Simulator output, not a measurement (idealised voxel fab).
process module | voxel ribs on slabs
Each square cell in cross-section cut measures 5 nm, and the section as a whole is 220 nm wide.
The cross-sections in this document take the form of a grid made of square cells. They are written out as bands, in order from top to bottom. Each band consists of one or more rows of cells. Each band's line starts with the height of the band's top and of its bottom, in nm. Then come its materials from left to right, each with its width in nm. One material with "edge to edge" fills the band from edge to edge. "empty" is empty space. Below 0: as-received wafer, all one material; heights counted from there. Lowest band: no bottom, goes on down, written "top 0, no bottom". The expression "30->40" gives the width at the extremes of the band, the first number at its top row of cells and the second at its bottom row, with the width changing by equal amounts from each row to the next in between. Where a step carries "changes: none", the cross-section came out of it unchanged, cell for cell. "Unvented internal voids" contains a list of empty spaces, each no smaller than 8 cells and without an open way to the top, written in the form width x height at distance with the distance from the left edge and all three in nm. Read whatever lies past the settings on a step's line as the simulator's own remark about the step. overlay nm: on a step with a mask, how far right of its planned place the mask lay; negative means left.
### Process steps (planned)
1: RECEIVE: material Si
2: DIRECTIONAL_DEP: material SiO2, thk nm 30
3: DIRECTIONAL_DEP: material polySi, thk nm 15
4: PATTERN: tone cover, mask id RIB, material resist, width nm 20, thk nm 15, overlay nm 0
5: DIRECTIONAL_ETCH: etch materials polySi, depth nm 10
6: STRIP: etch materials resist
7: MASKED_ETCH: tone cover, mask id SLAB, width nm 70, etch materials polySi, depth nm 5, overlay nm 0
8: FILL_DEP: material SiO2, thk nm 15
9: CMP: height nm 55
10: DIRECTIONAL_DEP: material TiN, thk nm 5
11: DIRECTIONAL_DEP: material aC, thk nm 15
12: PATTERN: tone cover, mask id HEATER, material resist, width nm 30, thk nm 35, overlay nm 0
13: DIRECTIONAL_ETCH: etch materials aC, depth nm 15
14: STRIP: etch materials resist
15: DIRECTIONAL_ETCH: etch materials TiN, depth nm 5
16: STRIP: etch materials aC
17: CONFORMAL_DEP: material SiO2, thk nm 5
### As-received state of the wafer in cross-section, equivalent to post-step 1
	top 0, no bottom  Si edge to edge
	Unvented internal voids: none
### The following cross-section depicts the wafer upon conclusion of the module. Processing commenced from the starting condition illustrated above and adhered to the plan illustrated above, save for one mistake in execution
	top 60, bottom 55  95 nm empty / 30 nm TiN / 95 nm empty
	top 55, bottom 45  SiO2 edge to edge
	top 45, bottom 35  100 nm SiO2 / 20 nm polySi / 100 nm SiO2
	top 35, bottom 30  75 nm SiO2 / 70 nm polySi / 75 nm SiO2
	top 30, bottom 0  SiO2 edge to edge
	top 0, no bottom  Si edge to edge
	Unvented internal voids: none
So what did we get wrong on this run? plan step 17 was not performed, having been skipped
